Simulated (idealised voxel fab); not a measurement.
Process module heading - voxel self aligned vias
Pictured: cross-section cut, 300 nm wide, on a grid of 5 nm square cells.
Cross-sections here: square-cell grids, written as top-down lists of bands, a band being one or more rows of cells. A band entry consists of two parts. The first gives the height of the band's top and the height of its bottom, in nm. The rest lists the band's materials from left to right, each with its width in nm. A single material labelled with the word "edge to edge" fills the band from edge to edge, and the word "empty" marks empty space. It should be noted that heights are counted from 0, beneath which the wafer as supplied is of one material throughout, and that the lowest band possesses no lower boundary but continues downward, as written in "0 down". Width "30->40": first value at the band's top row of cells, second value at its bottom row, equal change from row to row. "nothing changed", as given for a step, is the statement that not any cell of the cross-section underwent a change during that step. Entry "Sealed void list". Content: empty spaces with no open connection to the top, size 8 cells or greater. Each: width x height at distance. Distance: from left edge. Unit: nm. That trailing text on a step's line, after the settings, is the simulator's own remark on the step. Each step line may optionally specify "overlay nm", which for a step with a mask gives the rightward distance between the mask's planned place and where it lay, a negative value indicating the leftward direction.
PLANNED STEP LIST FOR THE PROCESS
1: op RECEIVE | material Si
2: op CONFORMAL_DEP | material SiO2 | thk nm 10
3: op CONFORMAL_DEP | material SiCN | thk nm 5
4: op DIRECTIONAL_DEP | material lowk | thk nm 30
5: op MASKED_ETCH | tone open | mask id LINES | width nm 20 | pitch nm 70 | etch materials lowk | depth nm 30 | overlay nm 0
6: op CONFORMAL_DEP | material TiN | thk nm 5
7: op FILL_DEP | material Ru | thk nm 10
8: op CMP | height nm 45
9: op SELECTIVE_ETCH | etch materials W Ru TiN | depth nm 10
10: op FILL_DEP | material SiN | thk nm 5
11: op CMP | height nm 45
12: op DIRECTIONAL_DEP | material lowk | thk nm 20
13: op DIRECTIONAL_DEP | material aC | thk nm 15
14: op PATTERN | tone open | mask id VIAS | material resist | width nm 40 | pitch nm 140 | thk nm 30 | overlay nm 0
15: op DIRECTIONAL_ETCH | etch materials aC | depth nm 15
16: op STRIP | etch materials resist
17: op DIRECTIONAL_ETCH | etch materials lowk | depth nm 20
18: op DIRECTIONAL_ETCH | etch materials SiN | depth nm 10
19: op STRIP | etch materials aC
20: op CONFORMAL_DEP | material TiN | thk nm 5
21: op FILL_DEP | material Cu | thk nm 5
22: op CMP | height nm 65
23: op CONFORMAL_DEP | material SiCN | thk nm 5
THE FIRST OF THE TWO WAFERS, WHICH RAN AS PLANNED
THE CROSS-SECTION HERE SHOWS THE WAFER AS RECEIVED, I.E. IN ITS STATE AFTER STEP 1
0 down: Si edge to edge
Sealed void list: none
WAFER AFTER STEP 2 (CROSS-SECTION)
10 to 0: SiO2 edge to edge
Under 0: no change, same as before.
WAFER AFTER STEP 3 (CROSS-SECTION)
15 to 10: SiCN edge to edge
Under 10: no change, same as before.
WAFER AFTER STEP 4 (CROSS-SECTION)
45 to 15: lowk edge to edge
Under 15: no change, same as before.
WAFER AFTER STEP 5 (CROSS-SECTION)
45 to 15: lowk=70 / empty=20 / lowk=50 / empty=20 / lowk=50 / empty=20 / lowk=70
Under 15: no change, same as before.
WAFER AFTER STEP 6 (CROSS-SECTION)
50 to 45: TiN=75 / empty=10 / TiN=60 / empty=10 / TiN=60 / empty=10 / TiN=75
45 to 20: lowk=70 / TiN=5 / empty=10 / TiN=5 / lowk=50 / TiN=5 / empty=10 / TiN=5 / lowk=50 / TiN=5 / empty=10 / TiN=5 / lowk=70
20 to 15: lowk=70 / TiN=20 / lowk=50 / TiN=20 / lowk=50 / TiN=20 / lowk=70
Under 15: no change, same as before.
WAFER AFTER STEP 7 (CROSS-SECTION)
60 to 50: Ru edge to edge
50 to 45: TiN=75 / Ru=10 / TiN=60 / Ru=10 / TiN=60 / Ru=10 / TiN=75
45 to 20: lowk=70 / TiN=5 / Ru=10 / TiN=5 / lowk=50 / TiN=5 / Ru=10 / TiN=5 / lowk=50 / TiN=5 / Ru=10 / TiN=5 / lowk=70
Under 20: no change, same as before.
WAFER AFTER STEP 8 (CROSS-SECTION)
45 to 20: lowk=70 / TiN=5 / Ru=10 / TiN=5 / lowk=50 / TiN=5 / Ru=10 / TiN=5 / lowk=50 / TiN=5 / Ru=10 / TiN=5 / lowk=70
Under 20: no change, same as before.
WAFER AFTER STEP 9 (CROSS-SECTION)
45 to 35: lowk=70 / empty=20 / lowk=50 / empty=20 / lowk=50 / empty=20 / lowk=70
Under 35: no change, same as before.
WAFER AFTER STEP 10 (CROSS-SECTION)
50 to 45: SiN edge to edge
45 to 35: lowk=70 / SiN=20 / lowk=50 / SiN=20 / lowk=50 / SiN=20 / lowk=70
Under 35: no change, same as before.
WAFER AFTER STEP 11 (CROSS-SECTION)
45 to 35: lowk=70 / SiN=20 / lowk=50 / SiN=20 / lowk=50 / SiN=20 / lowk=70
Under 35: no change, same as before.
WAFER AFTER STEP 12 (CROSS-SECTION)
65 to 45: lowk edge to edge
Under 45: no change, same as before.
WAFER AFTER STEP 13 (CROSS-SECTION)
80 to 65: aC edge to edge
Under 65: no change, same as before.
WAFER AFTER STEP 14 (CROSS-SECTION)
110 to 80: resist=60 / empty=40 / resist=100 / empty=40 / resist=60
Under 80: no change, same as before.
WAFER AFTER STEP 15 (CROSS-SECTION)
95 to 80: resist=60 / empty=40 / resist=100 / empty=40 / resist=60
80 to 65: aC=60 / empty=40 / aC=100 / empty=40 / aC=60
Under 65: no change, same as before.
WAFER AFTER STEP 16 (CROSS-SECTION)
80 to 65: aC=60 / empty=40 / aC=100 / empty=40 / aC=60
Under 65: no change, same as before.
WAFER AFTER STEP 17 (CROSS-SECTION)
80 to 65: aC=60 / empty=40 / aC=100 / empty=40 / aC=60
65 to 45: lowk=60 / empty=40 / lowk=100 / empty=40 / lowk=60
Under 45: no change, same as before.
WAFER AFTER STEP 18 (CROSS-SECTION)
80 to 65: aC=60 / empty=40 / aC=100 / empty=40 / aC=60
65 to 45: lowk=60 / empty=40 / lowk=100 / empty=40 / lowk=60
45 to 35: lowk=70 / empty=20 / lowk=50 / SiN=20 / lowk=50 / empty=20 / lowk=70
Under 35: no change, same as before.
WAFER AFTER STEP 19 (CROSS-SECTION)
65 to 45: lowk=60 / empty=40 / lowk=100 / empty=40 / lowk=60
Under 45: no change, same as before.
WAFER AFTER STEP 20 (CROSS-SECTION)
70 to 65: TiN=65 / empty=30 / TiN=110 / empty=30 / TiN=65
65 to 50: lowk=60 / TiN=5 / empty=30 / TiN=5 / lowk=100 / TiN=5 / empty=30 / TiN=5 / lowk=60
50 to 45: lowk=60 / TiN=15 / empty=10 / TiN=15 / lowk=100 / TiN=15 / empty=10 / TiN=15 / lowk=60
45 to 40: lowk=70 / TiN=5 / empty=10 / TiN=5 / lowk=50 / SiN=20 / lowk=50 / TiN=5 / empty=10 / TiN=5 / lowk=70
40 to 35: lowk=70 / TiN=20 / lowk=50 / SiN=20 / lowk=50 / TiN=20 / lowk=70
Under 35: no change, same as before.
WAFER AFTER STEP 21 (CROSS-SECTION)
75 to 70: Cu edge to edge
70 to 65: TiN=65 / Cu=30 / TiN=110 / Cu=30 / TiN=65
65 to 50: lowk=60 / TiN=5 / Cu=30 / TiN=5 / lowk=100 / TiN=5 / Cu=30 / TiN=5 / lowk=60
50 to 45: lowk=60 / TiN=15 / Cu=10 / TiN=15 / lowk=100 / TiN=15 / Cu=10 / TiN=15 / lowk=60
45 to 40: lowk=70 / TiN=5 / Cu=10 / TiN=5 / lowk=50 / SiN=20 / lowk=50 / TiN=5 / Cu=10 / TiN=5 / lowk=70
Under 40: no change, same as before.
WAFER AFTER STEP 22 (CROSS-SECTION)
65 to 50: lowk=60 / TiN=5 / Cu=30 / TiN=5 / lowk=100 / TiN=5 / Cu=30 / TiN=5 / lowk=60
Under 50: no change, same as before.
WAFER AFTER STEP 23 (CROSS-SECTION)
70 to 65: SiCN edge to edge
Under 65: no change, same as before.
SECOND WAFER, SAME STARTING CONDITIONS AND RECIPE AS THE FIRST, ONE MISTAKE IN EXECUTING IT, NOTHING DIFFERS FROM THE FIRST UP TO AND INCLUDING STEP 2
Second wafer at the planned finish of step 3, seen in cross-section: nothing changed
SECOND WAFER AT THE PLANNED FINISH OF STEP 4, SEEN IN CROSS-SECTION
40 to 10: lowk edge to edge
Under 10: no change, same as before.
SECOND WAFER AT THE PLANNED FINISH OF STEP 5, SEEN IN CROSS-SECTION
40 to 10: lowk=70 / empty=20 / lowk=50 / empty=20 / lowk=50 / empty=20 / lowk=70
Under 10: no change, same as before.
SECOND WAFER AT THE PLANNED FINISH OF STEP 6, SEEN IN CROSS-SECTION
45 to 40: TiN=75 / empty=10 / TiN=60 / empty=10 / TiN=60 / empty=10 / TiN=75
40 to 15: lowk=70 / TiN=5 / empty=10 / TiN=5 / lowk=50 / TiN=5 / empty=10 / TiN=5 / lowk=50 / TiN=5 / empty=10 / TiN=5 / lowk=70
15 to 10: lowk=70 / TiN=20 / lowk=50 / TiN=20 / lowk=50 / TiN=20 / lowk=70
Under 10: no change, same as before.
SECOND WAFER AT THE PLANNED FINISH OF STEP 7, SEEN IN CROSS-SECTION
55 to 45: Ru edge to edge
45 to 40: TiN=75 / Ru=10 / TiN=60 / Ru=10 / TiN=60 / Ru=10 / TiN=75
40 to 15: lowk=70 / TiN=5 / Ru=10 / TiN=5 / lowk=50 / TiN=5 / Ru=10 / TiN=5 / lowk=50 / TiN=5 / Ru=10 / TiN=5 / lowk=70
Under 15: no change, same as before.
SECOND WAFER AT THE PLANNED FINISH OF STEP 8, SEEN IN CROSS-SECTION
45 to 40: TiN=75 / Ru=10 / TiN=60 / Ru=10 / TiN=60 / Ru=10 / TiN=75
Under 40: no change, same as before.
SECOND WAFER AT THE PLANNED FINISH OF STEP 9, SEEN IN CROSS-SECTION
40 to 35: lowk=70 / empty=20 / lowk=50 / empty=20 / lowk=50 / empty=20 / lowk=70
Under 35: no change, same as before.
SECOND WAFER AT THE PLANNED FINISH OF STEP 10, SEEN IN CROSS-SECTION
45 to 40: SiN edge to edge
40 to 35: lowk=70 / SiN=20 / lowk=50 / SiN=20 / lowk=50 / SiN=20 / lowk=70
Under 35: no change, same as before.
Second wafer at the planned finish of step 11, seen in cross-section: nothing changed
SECOND WAFER AT THE PLANNED FINISH OF STEP 12, SEEN IN CROSS-SECTION
65 to 45: lowk edge to edge
Under 45: no change, same as before.
SECOND WAFER AT THE PLANNED FINISH OF STEP 13, SEEN IN CROSS-SECTION
80 to 65: aC edge to edge
Under 65: no change, same as before.
SECOND WAFER AT THE PLANNED FINISH OF STEP 14, SEEN IN CROSS-SECTION
110 to 80: resist=60 / empty=40 / resist=100 / empty=40 / resist=60
Under 80: no change, same as before.
SECOND WAFER AT THE PLANNED FINISH OF STEP 15, SEEN IN CROSS-SECTION
95 to 80: resist=60 / empty=40 / resist=100 / empty=40 / resist=60
80 to 65: aC=60 / empty=40 / aC=100 / empty=40 / aC=60
Under 65: no change, same as before.
SECOND WAFER AT THE PLANNED FINISH OF STEP 16, SEEN IN CROSS-SECTION
80 to 65: aC=60 / empty=40 / aC=100 / empty=40 / aC=60
Under 65: no change, same as before.
SECOND WAFER AT THE PLANNED FINISH OF STEP 17, SEEN IN CROSS-SECTION
80 to 65: aC=60 / empty=40 / aC=100 / empty=40 / aC=60
65 to 45: lowk=60 / empty=40 / lowk=100 / empty=40 / lowk=60
Under 45: no change, same as before.
SECOND WAFER AT THE PLANNED FINISH OF STEP 18, SEEN IN CROSS-SECTION
80 to 65: aC=60 / empty=40 / aC=100 / empty=40 / aC=60
65 to 45: lowk=60 / empty=40 / lowk=100 / empty=40 / lowk=60
45 to 40: SiN=60 / empty=40 / SiN=100 / empty=40 / SiN=60
40 to 35: lowk=70 / empty=20 / lowk=50 / SiN=20 / lowk=50 / empty=20 / lowk=70
Under 35: no change, same as before.
SECOND WAFER AT THE PLANNED FINISH OF STEP 19, SEEN IN CROSS-SECTION
65 to 45: lowk=60 / empty=40 / lowk=100 / empty=40 / lowk=60
Under 45: no change, same as before.
SECOND WAFER AT THE PLANNED FINISH OF STEP 20, SEEN IN CROSS-SECTION
70 to 65: TiN=65 / empty=30 / TiN=110 / empty=30 / TiN=65
65 to 45: lowk=60 / TiN=5 / empty=30 / TiN=5 / lowk=100 / TiN=5 / empty=30 / TiN=5 / lowk=60
45 to 40: SiN=60 / TiN=15 / empty=10 / TiN=15 / SiN=100 / TiN=15 / empty=10 / TiN=15 / SiN=60
40 to 35: lowk=70 / TiN=20 / lowk=50 / SiN=20 / lowk=50 / TiN=20 / lowk=70
Under 35: no change, same as before.
SECOND WAFER AT THE PLANNED FINISH OF STEP 21, SEEN IN CROSS-SECTION
75 to 70: Cu edge to edge
70 to 65: TiN=65 / Cu=30 / TiN=110 / Cu=30 / TiN=65
65 to 45: lowk=60 / TiN=5 / Cu=30 / TiN=5 / lowk=100 / TiN=5 / Cu=30 / TiN=5 / lowk=60
45 to 40: SiN=60 / TiN=15 / Cu=10 / TiN=15 / SiN=100 / TiN=15 / Cu=10 / TiN=15 / SiN=60
Under 40: no change, same as before.
SECOND WAFER AT THE PLANNED FINISH OF STEP 22, SEEN IN CROSS-SECTION
65 to 45: lowk=60 / TiN=5 / Cu=30 / TiN=5 / lowk=100 / TiN=5 / Cu=30 / TiN=5 / lowk=60
Under 45: no change, same as before.
SECOND WAFER AT THE PLANNED FINISH OF STEP 23, SEEN IN CROSS-SECTION
70 to 65: SiCN edge to edge
Under 65: no change, same as before.
Processing error: with respect to the plan, step 3 was omitted and not executed
Counted in cells at the end, the second wafer holds more or fewer of these materials than the first: +8 Cu, +6 Ru, -60 SiCN, +40 SiN, +6 TiN
